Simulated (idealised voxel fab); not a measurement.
Presented below is a process module, voxel wiring stack.
Cross-section cut spans 240 nm and uses square cells 5 nm in size.
Each cross-section below is a grid of square cells, stated as bands in top-down order, with one or more rows of cells making up each band.
What a band's entry tells you: where the top is and where the bottom is, as heights in nm, and after that what lies inside, material by material from left to right, each with its width in nm. Empty space is written as the word "empty", and a single material marked with the word "throughout" occupies the band from edge to edge.
A quick word on heights: they are counted from 0, and under that level the wafer as it came to us is one material throughout. The lowest band is different from the rest in having no bottom; it simply continues downward, written as in "0..down".
The notation "30->40" denotes a width that varies across the rows of cells in the band, beginning at the first number in the top row, finishing at the second number in the bottom row, and changing by an identical amount from each row to the next.
Basically "nothing got changed" means that step didn't change any cell in the cross-section.
Closed-off voids of 8+ cells (no open route to the top) go in "Fully enclosed voids", written width x height at distance from the left edge, in nm.
Past the settings on a step's line: simulator remark, on that step.
overlay nm: right-of-plan distance of the mask on a masked step; negative values mean left-of-plan.
## Steps in the process plan
1: RECEIVE [material Si]
2: CONFORMAL_DEP [material SiO2] [thk nm 10]
3: DIRECTIONAL_DEP [material TiN] [thk nm 5]
4: DIRECTIONAL_DEP [material Ru] [thk nm 15]
5: PATTERN [tone cover] [mask id METAL_1] [material resist] [width nm 20] [pitch nm 45] [thk nm 20] [overlay nm 0]
6: DIRECTIONAL_ETCH [etch materials Ru] [depth nm 15]
7: DIRECTIONAL_ETCH [etch materials TiN] [depth nm 5]
8: STRIP [etch materials resist]
9: FILL_DEP [material SiO2] [thk nm 10]
10: CMP [height nm 30]
11: CONFORMAL_DEP [material SiCN] [thk nm 5]
12: DIRECTIONAL_DEP [material SiO2] [thk nm 25]
13: PATTERN [tone open] [mask id METAL_2_HOLES] [material resist] [width nm 15] [pitch nm 45] [thk nm 20] [overlay nm 0]
14: DIRECTIONAL_ETCH [etch materials SiO2] [depth nm 25]
15: STRIP [etch materials resist]
16: DIRECTIONAL_DEP [material aC] [thk nm 15]
17: PATTERN [tone open] [mask id METAL_2] [material resist] [width nm 20] [pitch nm 45] [thk nm 35] [overlay nm 0]
18: DIRECTIONAL_ETCH [etch materials aC] [depth nm 15]
19: STRIP [etch materials resist]
20: DIRECTIONAL_ETCH [etch materials SiO2] [depth nm 15]
21: DIRECTIONAL_ETCH [etch materials SiCN] [depth nm 5]
22: STRIP [etch materials aC]
23: CONFORMAL_DEP [material TiN] [thk nm 5]
24: FILL_DEP [material Cu] [thk nm 10]
25: CMP [height nm 60]
26: CONFORMAL_DEP [material SiCN] [thk nm 5]
27: DIRECTIONAL_DEP [material SiO2] [thk nm 15]
28: DIRECTIONAL_DEP [material aC] [thk nm 10]
29: PATTERN [tone open] [mask id PLUG_2] [material resist] [width nm 15] [pitch nm 90] [thk nm 25] [overlay nm 0]
30: DIRECTIONAL_ETCH [etch materials aC] [depth nm 10]
31: STRIP [etch materials resist]
32: DIRECTIONAL_ETCH [etch materials SiO2] [depth nm 15]
33: DIRECTIONAL_ETCH [etch materials SiCN] [depth nm 5]
34: STRIP [etch materials aC]
35: CONFORMAL_DEP [material TiN] [thk nm 5]
36: FILL_DEP [material Ru] [thk nm 10]
37: CMP [height nm 80]
38: CONFORMAL_DEP [material SiN] [thk nm 5]
39: DIRECTIONAL_DEP [material SiO2] [thk nm 15]
40: PATTERN [tone open] [mask id METAL_3] [material resist] [width nm 20] [pitch nm 45] [thk nm 20] [overlay nm 0]
41: DIRECTIONAL_ETCH [etch materials SiO2] [depth nm 15]
42: DIRECTIONAL_ETCH [etch materials SiN] [depth nm 5]
43: STRIP [etch materials resist]
44: CONFORMAL_DEP [material TiN] [thk nm 5]
45: FILL_DEP [material Ru] [thk nm 10]
46: CMP [height nm 100]
47: EPI [material Ru] [thk nm 5]
48: FILL_DEP [material SiCN] [thk nm 5]
## First wafer, two in total, run as planned
## So this is the incoming wafer in cross-section - it's already been through step 1
0..down  Si throughout
Fully enclosed voids: none
## Cross-section of the wafer subsequent to step 2
10..0  SiO2 throughout
Under 0: no change, same as before.
## Cross-section of the wafer subsequent to step 3
15..10  TiN throughout
Under 10: no change, same as before.
## Cross-section of the wafer subsequent to step 4
30..15  Ru throughout
Under 15: no change, same as before.
## Cross-section of the wafer subsequent to step 5
50..30  empty=40, resist=20, empty=25, resist=20, empty=25, resist=20, empty=25, resist=20, empty=45
Under 30: no change, same as before.
## Cross-section of the wafer subsequent to step 6
50..30  empty=40, resist=20, empty=25, resist=20, empty=25, resist=20, empty=25, resist=20, empty=45
30..15  empty=40, Ru=20, empty=25, Ru=20, empty=25, Ru=20, empty=25, Ru=20, empty=45
Under 15: no change, same as before.
## Cross-section of the wafer subsequent to step 7
50..30  empty=40, resist=20, empty=25, resist=20, empty=25, resist=20, empty=25, resist=20, empty=45
30..15  empty=40, Ru=20, empty=25, Ru=20, empty=25, Ru=20, empty=25, Ru=20, empty=45
15..10  empty=40, TiN=20, empty=25, TiN=20, empty=25, TiN=20, empty=25, TiN=20, empty=45
Under 10: no change, same as before.
## Cross-section of the wafer subsequent to step 8
30..15  empty=40, Ru=20, empty=25, Ru=20, empty=25, Ru=20, empty=25, Ru=20, empty=45
Under 15: no change, same as before.
## Cross-section of the wafer subsequent to step 9
40..30  SiO2 throughout
30..15  SiO2=40, Ru=20, SiO2=25, Ru=20, SiO2=25, Ru=20, SiO2=25, Ru=20, SiO2=45
15..10  SiO2=40, TiN=20, SiO2=25, TiN=20, SiO2=25, TiN=20, SiO2=25, TiN=20, SiO2=45
Under 10: no change, same as before.
## Cross-section of the wafer subsequent to step 10
30..15  SiO2=40, Ru=20, SiO2=25, Ru=20, SiO2=25, Ru=20, SiO2=25, Ru=20, SiO2=45
Under 15: no change, same as before.
## Cross-section of the wafer subsequent to step 11
35..30  SiCN throughout
Under 30: no change, same as before.
## Cross-section of the wafer subsequent to step 12
60..35  SiO2 throughout
Under 35: no change, same as before.
## Cross-section of the wafer subsequent to step 13
80..60  resist=40, empty=15, resist=30, empty=15, resist=30, empty=15, resist=30, empty=15, resist=50
Under 60: no change, same as before.
## Cross-section of the wafer subsequent to step 14
80..60  resist=40, empty=15, resist=30, empty=15, resist=30, empty=15, resist=30, empty=15, resist=50
60..35  SiO2=40, empty=15, SiO2=30, empty=15, SiO2=30, empty=15, SiO2=30, empty=15, SiO2=50
Under 35: no change, same as before.
## Cross-section of the wafer subsequent to step 15
60..35  SiO2=40, empty=15, SiO2=30, empty=15, SiO2=30, empty=15, SiO2=30, empty=15, SiO2=50
Under 35: no change, same as before.
## Cross-section of the wafer subsequent to step 16
75..60  aC=40, empty=15, aC=30, empty=15, aC=30, empty=15, aC=30, empty=15, aC=50
60..50  SiO2=40, empty=15, SiO2=30, empty=15, SiO2=30, empty=15, SiO2=30, empty=15, SiO2=50
50..35  SiO2=40, aC=15, SiO2=30, aC=15, SiO2=30, aC=15, SiO2=30, aC=15, SiO2=50
Under 35: no change, same as before.
## Cross-section of the wafer subsequent to step 17
110..75  resist=40, empty=20, resist=25, empty=20, resist=25, empty=20, resist=25, empty=20, resist=45
Under 75: no change, same as before.
## Cross-section of the wafer subsequent to step 18
95..75  resist=40, empty=20, resist=25, empty=20, resist=25, empty=20, resist=25, empty=20, resist=45
75..60  aC=40, empty=20, aC=25, empty=20, aC=25, empty=20, aC=25, empty=20, aC=45
60..35  SiO2=40, empty=15, SiO2=30, empty=15, SiO2=30, empty=15, SiO2=30, empty=15, SiO2=50
Under 35: no change, same as before.
## Cross-section of the wafer subsequent to step 19
75..60  aC=40, empty=20, aC=25, empty=20, aC=25, empty=20, aC=25, empty=20, aC=45
Under 60: no change, same as before.
## Cross-section of the wafer subsequent to step 20
75..60  aC=40, empty=20, aC=25, empty=20, aC=25, empty=20, aC=25, empty=20, aC=45
60..45  SiO2=40, empty=20, SiO2=25, empty=20, SiO2=25, empty=20, SiO2=25, empty=20, SiO2=45
Under 45: no change, same as before.
## Cross-section of the wafer subsequent to step 21
75..60  aC=40, empty=20, aC=25, empty=20, aC=25, empty=20, aC=25, empty=20, aC=45
60..45  SiO2=40, empty=20, SiO2=25, empty=20, SiO2=25, empty=20, SiO2=25, empty=20, SiO2=45
45..35  SiO2=40, empty=15, SiO2=30, empty=15, SiO2=30, empty=15, SiO2=30, empty=15, SiO2=50
35..30  SiCN=40, empty=15, SiCN=30, empty=15, SiCN=30, empty=15, SiCN=30, empty=15, SiCN=50
Under 30: no change, same as before.
## Cross-section of the wafer subsequent to step 22
60..45  SiO2=40, empty=20, SiO2=25, empty=20, SiO2=25, empty=20, SiO2=25, empty=20, SiO2=45
Under 45: no change, same as before.
## Cross-section of the wafer subsequent to step 23
65..60  TiN=45, empty=10, TiN=35, empty=10, TiN=35, empty=10, TiN=35, empty=10, TiN=50
60..50  SiO2=40, TiN=5, empty=10, TiN=5, SiO2=25, TiN=5, empty=10, TiN=5, SiO2=25, TiN=5, empty=10, TiN=5, SiO2=25, TiN=5, empty=10, TiN=5, SiO2=45
50..45  SiO2=40, TiN=5, empty=5, TiN=10, SiO2=25, TiN=5, empty=5, TiN=10, SiO2=25, TiN=5, empty=5, TiN=10, SiO2=25, TiN=5, empty=5, TiN=10, SiO2=45
45..35  SiO2=40, TiN=5, empty=5, TiN=5, SiO2=30, TiN=5, empty=5, TiN=5, SiO2=30, TiN=5, empty=5, TiN=5, SiO2=30, TiN=5, empty=5, TiN=5, SiO2=50
35..30  SiCN=40, TiN=15, SiCN=30, TiN=15, SiCN=30, TiN=15, SiCN=30, TiN=15, SiCN=50
Under 30: no change, same as before.
## Cross-section of the wafer subsequent to step 24
75..65  Cu throughout
65..60  TiN=45, Cu=10, TiN=35, Cu=10, TiN=35, Cu=10, TiN=35, Cu=10, TiN=50
60..50  SiO2=40, TiN=5, Cu=10, TiN=5, SiO2=25, TiN=5, Cu=10, TiN=5, SiO2=25, TiN=5, Cu=10, TiN=5, SiO2=25, TiN=5, Cu=10, TiN=5, SiO2=45
50..45  SiO2=40, TiN=5, Cu=5, TiN=10, SiO2=25, TiN=5, Cu=5, TiN=10, SiO2=25, TiN=5, Cu=5, TiN=10, SiO2=25, TiN=5, Cu=5, TiN=10, SiO2=45
45..35  SiO2=40, TiN=5, Cu=5, TiN=5, SiO2=30, TiN=5, Cu=5, TiN=5, SiO2=30, TiN=5, Cu=5, TiN=5, SiO2=30, TiN=5, Cu=5, TiN=5, SiO2=50
Under 35: no change, same as before.
## Cross-section of the wafer subsequent to step 25
60..50  SiO2=40, TiN=5, Cu=10, TiN=5, SiO2=25, TiN=5, Cu=10, TiN=5, SiO2=25, TiN=5, Cu=10, TiN=5, SiO2=25, TiN=5, Cu=10, TiN=5, SiO2=45
Under 50: no change, same as before.
## Cross-section of the wafer subsequent to step 26
65..60  SiCN throughout
Under 60: no change, same as before.
## Cross-section of the wafer subsequent to step 27
80..65  SiO2 throughout
Under 65: no change, same as before.
## Cross-section of the wafer subsequent to step 28
90..80  aC throughout
Under 80: no change, same as before.
## Cross-section of the wafer subsequent to step 29
115..90  resist=40, empty=15, resist=75, empty=15, resist=95
Under 90: no change, same as before.
## Cross-section of the wafer subsequent to step 30
105..90  resist=40, empty=15, resist=75, empty=15, resist=95
90..80  aC=40, empty=15, aC=75, empty=15, aC=95
Under 80: no change, same as before.
## Cross-section of the wafer subsequent to step 31
90..80  aC=40, empty=15, aC=75, empty=15, aC=95
Under 80: no change, same as before.
## Cross-section of the wafer subsequent to step 32
90..80  aC=40, empty=15, aC=75, empty=15, aC=95
80..65  SiO2=40, empty=15, SiO2=75, empty=15, SiO2=95
Under 65: no change, same as before.
## Cross-section of the wafer subsequent to step 33
90..80  aC=40, empty=15, aC=75, empty=15, aC=95
80..65  SiO2=40, empty=15, SiO2=75, empty=15, SiO2=95
65..60  SiCN=40, empty=15, SiCN=75, empty=15, SiCN=95
Under 60: no change, same as before.
## Cross-section of the wafer subsequent to step 34
80..65  SiO2=40, empty=15, SiO2=75, empty=15, SiO2=95
Under 65: no change, same as before.
## Cross-section of the wafer subsequent to step 35
85..80  TiN=45, empty=5, TiN=85, empty=5, TiN=100
80..65  SiO2=40, TiN=5, empty=5, TiN=5, SiO2=75, TiN=5, empty=5, TiN=5, SiO2=95
65..60  SiCN=40, TiN=15, SiCN=75, TiN=15, SiCN=95
Under 60: no change, same as before.
## Cross-section of the wafer subsequent to step 36
95..85  Ru throughout
85..80  TiN=45, Ru=5, TiN=85, Ru=5, TiN=100
80..65  SiO2=40, TiN=5, Ru=5, TiN=5, SiO2=75, TiN=5, Ru=5, TiN=5, SiO2=95
Under 65: no change, same as before.
## Cross-section of the wafer subsequent to step 37
80..65  SiO2=40, TiN=5, Ru=5, TiN=5, SiO2=75, TiN=5, Ru=5, TiN=5, SiO2=95
Under 65: no change, same as before.
## Cross-section of the wafer subsequent to step 38
85..80  SiN throughout
Under 80: no change, same as before.
## Cross-section of the wafer subsequent to step 39
100..85  SiO2 throughout
Under 85: no change, same as before.
## Cross-section of the wafer subsequent to step 40
120..100  resist=40, empty=20, resist=25, empty=20, resist=25, empty=20, resist=25, empty=20, resist=45
Under 100: no change, same as before.
## Cross-section of the wafer subsequent to step 41
120..100  resist=40, empty=20, resist=25, empty=20, resist=25, empty=20, resist=25, empty=20, resist=45
100..85  SiO2=40, empty=20, SiO2=25, empty=20, SiO2=25, empty=20, SiO2=25, empty=20, SiO2=45
Under 85: no change, same as before.
## Cross-section of the wafer subsequent to step 42
120..100  resist=40, empty=20, resist=25, empty=20, resist=25, empty=20, resist=25, empty=20, resist=45
100..85  SiO2=40, empty=20, SiO2=25, empty=20, SiO2=25, empty=20, SiO2=25, empty=20, SiO2=45
85..80  SiN=40, empty=20, SiN=25, empty=20, SiN=25, empty=20, SiN=25, empty=20, SiN=45
Under 80: no change, same as before.
## Cross-section of the wafer subsequent to step 43
100..85  SiO2=40, empty=20, SiO2=25, empty=20, SiO2=25, empty=20, SiO2=25, empty=20, SiO2=45
Under 85: no change, same as before.
## Cross-section of the wafer subsequent to step 44
105..100  TiN=45, empty=10, TiN=35, empty=10, TiN=35, empty=10, TiN=35, empty=10, TiN=50
100..85  SiO2=40, TiN=5, empty=10, TiN=5, SiO2=25, TiN=5, empty=10, TiN=5, SiO2=25, TiN=5, empty=10, TiN=5, SiO2=25, TiN=5, empty=10, TiN=5, SiO2=45
85..80  SiN=40, TiN=20, SiN=25, TiN=20, SiN=25, TiN=20, SiN=25, TiN=20, SiN=45
Under 80: no change, same as before.
## Cross-section of the wafer subsequent to step 45
115..105  Ru throughout
105..100  TiN=45, Ru=10, TiN=35, Ru=10, TiN=35, Ru=10, TiN=35, Ru=10, TiN=50
100..85  SiO2=40, TiN=5, Ru=10, TiN=5, SiO2=25, TiN=5, Ru=10, TiN=5, SiO2=25, TiN=5, Ru=10, TiN=5, SiO2=25, TiN=5, Ru=10, TiN=5, SiO2=45
Under 85: no change, same as before.
## Cross-section of the wafer subsequent to step 46
100..85  SiO2=40, TiN=5, Ru=10, TiN=5, SiO2=25, TiN=5, Ru=10, TiN=5, SiO2=25, TiN=5, Ru=10, TiN=5, SiO2=25, TiN=5, Ru=10, TiN=5, SiO2=45
Under 85: no change, same as before.
## Cross-section of the wafer subsequent to step 47
105..100  empty=35, Ru=30, empty=15, Ru=30, empty=15, Ru=30, empty=15, Ru=30, empty=40
Under 100: no change, same as before.
## Cross-section of the wafer subsequent to step 48
110..105  SiCN throughout
105..100  SiCN=35, Ru=30, SiCN=15, Ru=30, SiCN=15, Ru=30, SiCN=15, Ru=30, SiCN=40
Under 100: no change, same as before.
## The second wafer: identical to the first at the outset and in its planned sequence, differing only in that one mistake was made during processing; up to and including step 11, its path is the first wafer's path
## Second wafer, cross-section, planned end of step 12
85..35  SiO2 throughout
Under 35: no change, same as before.
## Second wafer, cross-section, planned end of step 13
105..85  resist=40, empty=15, resist=30, empty=15, resist=30, empty=15, resist=30, empty=15, resist=50
Under 85: no change, same as before.
## Second wafer, cross-section, planned end of step 14
105..85  resist=40, empty=15, resist=30, empty=15, resist=30, empty=15, resist=30, empty=15, resist=50
85..60  SiO2=40, empty=15, SiO2=30, empty=15, SiO2=30, empty=15, SiO2=30, empty=15, SiO2=50
Under 60: no change, same as before.
## Second wafer, cross-section, planned end of step 15
85..60  SiO2=40, empty=15, SiO2=30, empty=15, SiO2=30, empty=15, SiO2=30, empty=15, SiO2=50
Under 60: no change, same as before.
## Second wafer, cross-section, planned end of step 16
100..85  aC=40, empty=15, aC=30, empty=15, aC=30, empty=15, aC=30, empty=15, aC=50
85..75  SiO2=40, empty=15, SiO2=30, empty=15, SiO2=30, empty=15, SiO2=30, empty=15, SiO2=50
75..60  SiO2=40, aC=15, SiO2=30, aC=15, SiO2=30, aC=15, SiO2=30, aC=15, SiO2=50
Under 60: no change, same as before.
## Second wafer, cross-section, planned end of step 17
135..100  resist=40, empty=20, resist=25, empty=20, resist=25, empty=20, resist=25, empty=20, resist=45
Under 100: no change, same as before.
## Second wafer, cross-section, planned end of step 18
120..100  resist=40, empty=20, resist=25, empty=20, resist=25, empty=20, resist=25, empty=20, resist=45
100..85  aC=40, empty=20, aC=25, empty=20, aC=25, empty=20, aC=25, empty=20, aC=45
85..60  SiO2=40, empty=15, SiO2=30, empty=15, SiO2=30, empty=15, SiO2=30, empty=15, SiO2=50
Under 60: no change, same as before.
## Second wafer, cross-section, planned end of step 19
100..85  aC=40, empty=20, aC=25, empty=20, aC=25, empty=20, aC=25, empty=20, aC=45
Under 85: no change, same as before.
## Second wafer, cross-section, planned end of step 20
100..85  aC=40, empty=20, aC=25, empty=20, aC=25, empty=20, aC=25, empty=20, aC=45
85..70  SiO2=40, empty=20, SiO2=25, empty=20, SiO2=25, empty=20, SiO2=25, empty=20, SiO2=45
70..45  SiO2=40, empty=15, SiO2=30, empty=15, SiO2=30, empty=15, SiO2=30, empty=15, SiO2=50
Under 45: no change, same as before.
Second wafer, cross-section, planned end of step 21: nothing got changed
## Second wafer, cross-section, planned end of step 22
85..70  SiO2=40, empty=20, SiO2=25, empty=20, SiO2=25, empty=20, SiO2=25, empty=20, SiO2=45
Under 70: no change, same as before.
## Second wafer, cross-section, planned end of step 23
90..85  TiN=45, empty=10, TiN=35, empty=10, TiN=35, empty=10, TiN=35, empty=10, TiN=50
85..75  SiO2=40, TiN=5, empty=10, TiN=5, SiO2=25, TiN=5, empty=10, TiN=5, SiO2=25, TiN=5, empty=10, TiN=5, SiO2=25, TiN=5, empty=10, TiN=5, SiO2=45
75..70  SiO2=40, TiN=5, empty=5, TiN=10, SiO2=25, TiN=5, empty=5, TiN=10, SiO2=25, TiN=5, empty=5, TiN=10, SiO2=25, TiN=5, empty=5, TiN=10, SiO2=45
70..50  SiO2=40, TiN=5, empty=5, TiN=5, SiO2=30, TiN=5, empty=5, TiN=5, SiO2=30, TiN=5, empty=5, TiN=5, SiO2=30, TiN=5, empty=5, TiN=5, SiO2=50
50..45  SiO2=40, TiN=15, SiO2=30, TiN=15, SiO2=30, TiN=15, SiO2=30, TiN=15, SiO2=50
Under 45: no change, same as before.
## Second wafer, cross-section, planned end of step 24
100..90  Cu throughout
90..85  TiN=45, Cu=10, TiN=35, Cu=10, TiN=35, Cu=10, TiN=35, Cu=10, TiN=50
85..75  SiO2=40, TiN=5, Cu=10, TiN=5, SiO2=25, TiN=5, Cu=10, TiN=5, SiO2=25, TiN=5, Cu=10, TiN=5, SiO2=25, TiN=5, Cu=10, TiN=5, SiO2=45
75..70  SiO2=40, TiN=5, Cu=5, TiN=10, SiO2=25, TiN=5, Cu=5, TiN=10, SiO2=25, TiN=5, Cu=5, TiN=10, SiO2=25, TiN=5, Cu=5, TiN=10, SiO2=45
70..50  SiO2=40, TiN=5, Cu=5, TiN=5, SiO2=30, TiN=5, Cu=5, TiN=5, SiO2=30, TiN=5, Cu=5, TiN=5, SiO2=30, TiN=5, Cu=5, TiN=5, SiO2=50
Under 50: no change, same as before.
## Second wafer, cross-section, planned end of step 25
60..50  SiO2=40, TiN=5, Cu=5, TiN=5, SiO2=30, TiN=5, Cu=5, TiN=5, SiO2=30, TiN=5, Cu=5, TiN=5, SiO2=30, TiN=5, Cu=5, TiN=5, SiO2=50
Under 50: no change, same as before.
## Second wafer, cross-section, planned end of step 26
65..60  SiCN throughout
Under 60: no change, same as before.
## Second wafer, cross-section, planned end of step 27
80..65  SiO2 throughout
Under 65: no change, same as before.
## Second wafer, cross-section, planned end of step 28
90..80  aC throughout
Under 80: no change, same as before.
## Second wafer, cross-section, planned end of step 29
115..90  resist=40, empty=15, resist=75, empty=15, resist=95
Under 90: no change, same as before.
## Second wafer, cross-section, planned end of step 30
105..90  resist=40, empty=15, resist=75, empty=15, resist=95
90..80  aC=40, empty=15, aC=75, empty=15, aC=95
Under 80: no change, same as before.
## Second wafer, cross-section, planned end of step 31
90..80  aC=40, empty=15, aC=75, empty=15, aC=95
Under 80: no change, same as before.
## Second wafer, cross-section, planned end of step 32
90..80  aC=40, empty=15, aC=75, empty=15, aC=95
80..65  SiO2=40, empty=15, SiO2=75, empty=15, SiO2=95
Under 65: no change, same as before.
## Second wafer, cross-section, planned end of step 33
90..80  aC=40, empty=15, aC=75, empty=15, aC=95
80..65  SiO2=40, empty=15, SiO2=75, empty=15, SiO2=95
65..60  SiCN=40, empty=15, SiCN=75, empty=15, SiCN=95
Under 60: no change, same as before.
## Second wafer, cross-section, planned end of step 34
80..65  SiO2=40, empty=15, SiO2=75, empty=15, SiO2=95
Under 65: no change, same as before.
## Second wafer, cross-section, planned end of step 35
85..80  TiN=45, empty=5, TiN=85, empty=5, TiN=100
80..65  SiO2=40, TiN=5, empty=5, TiN=5, SiO2=75, TiN=5, empty=5, TiN=5, SiO2=95
65..60  SiCN=40, TiN=15, SiCN=75, TiN=15, SiCN=95
Under 60: no change, same as before.
## Second wafer, cross-section, planned end of step 36
95..85  Ru throughout
85..80  TiN=45, Ru=5, TiN=85, Ru=5, TiN=100
80..65  SiO2=40, TiN=5, Ru=5, TiN=5, SiO2=75, TiN=5, Ru=5, TiN=5, SiO2=95
Under 65: no change, same as before.
## Second wafer, cross-section, planned end of step 37
80..65  SiO2=40, TiN=5, Ru=5, TiN=5, SiO2=75, TiN=5, Ru=5, TiN=5, SiO2=95
Under 65: no change, same as before.
## Second wafer, cross-section, planned end of step 38
85..80  SiN throughout
Under 80: no change, same as before.
## Second wafer, cross-section, planned end of step 39
100..85  SiO2 throughout
Under 85: no change, same as before.
## Second wafer, cross-section, planned end of step 40
120..100  resist=40, empty=20, resist=25, empty=20, resist=25, empty=20, resist=25, empty=20, resist=45
Under 100: no change, same as before.
## Second wafer, cross-section, planned end of step 41
120..100  resist=40, empty=20, resist=25, empty=20, resist=25, empty=20, resist=25, empty=20, resist=45
100..85  SiO2=40, empty=20, SiO2=25, empty=20, SiO2=25, empty=20, SiO2=25, empty=20, SiO2=45
Under 85: no change, same as before.
## Second wafer, cross-section, planned end of step 42
120..100  resist=40, empty=20, resist=25, empty=20, resist=25, empty=20, resist=25, empty=20, resist=45
100..85  SiO2=40, empty=20, SiO2=25, empty=20, SiO2=25, empty=20, SiO2=25, empty=20, SiO2=45
85..80  SiN=40, empty=20, SiN=25, empty=20, SiN=25, empty=20, SiN=25, empty=20, SiN=45
Under 80: no change, same as before.
## Second wafer, cross-section, planned end of step 43
100..85  SiO2=40, empty=20, SiO2=25, empty=20, SiO2=25, empty=20, SiO2=25, empty=20, SiO2=45
Under 85: no change, same as before.
## Second wafer, cross-section, planned end of step 44
105..100  TiN=45, empty=10, TiN=35, empty=10, TiN=35, empty=10, TiN=35, empty=10, TiN=50
100..85  SiO2=40, TiN=5, empty=10, TiN=5, SiO2=25, TiN=5, empty=10, TiN=5, SiO2=25, TiN=5, empty=10, TiN=5, SiO2=25, TiN=5, empty=10, TiN=5, SiO2=45
85..80  SiN=40, TiN=20, SiN=25, TiN=20, SiN=25, TiN=20, SiN=25, TiN=20, SiN=45
Under 80: no change, same as before.
## Second wafer, cross-section, planned end of step 45
115..105  Ru throughout
105..100  TiN=45, Ru=10, TiN=35, Ru=10, TiN=35, Ru=10, TiN=35, Ru=10, TiN=50
100..85  SiO2=40, TiN=5, Ru=10, TiN=5, SiO2=25, TiN=5, Ru=10, TiN=5, SiO2=25, TiN=5, Ru=10, TiN=5, SiO2=25, TiN=5, Ru=10, TiN=5, SiO2=45
Under 85: no change, same as before.
## Second wafer, cross-section, planned end of step 46
100..85  SiO2=40, TiN=5, Ru=10, TiN=5, SiO2=25, TiN=5, Ru=10, TiN=5, SiO2=25, TiN=5, Ru=10, TiN=5, SiO2=25, TiN=5, Ru=10, TiN=5, SiO2=45
Under 85: no change, same as before.
## Second wafer, cross-section, planned end of step 47
105..100  empty=35, Ru=30, empty=15, Ru=30, empty=15, Ru=30, empty=15, Ru=30, empty=40
Under 100: no change, same as before.
## Second wafer, cross-section, planned end of step 48
110..105  SiCN throughout
105..100  SiCN=35, Ru=30, SiCN=15, Ru=30, SiCN=15, Ru=30, SiCN=15, Ru=30, SiCN=40
Under 100: no change, same as before.
The mistake made against the process plan was this: step 12 of the plan was carried out twice
Final difference in cells, second wafer against first, listed per material as more or fewer: 20 fewer of Cu | 12 more of SiCN | 36 more of SiO2 | 28 fewer of TiN
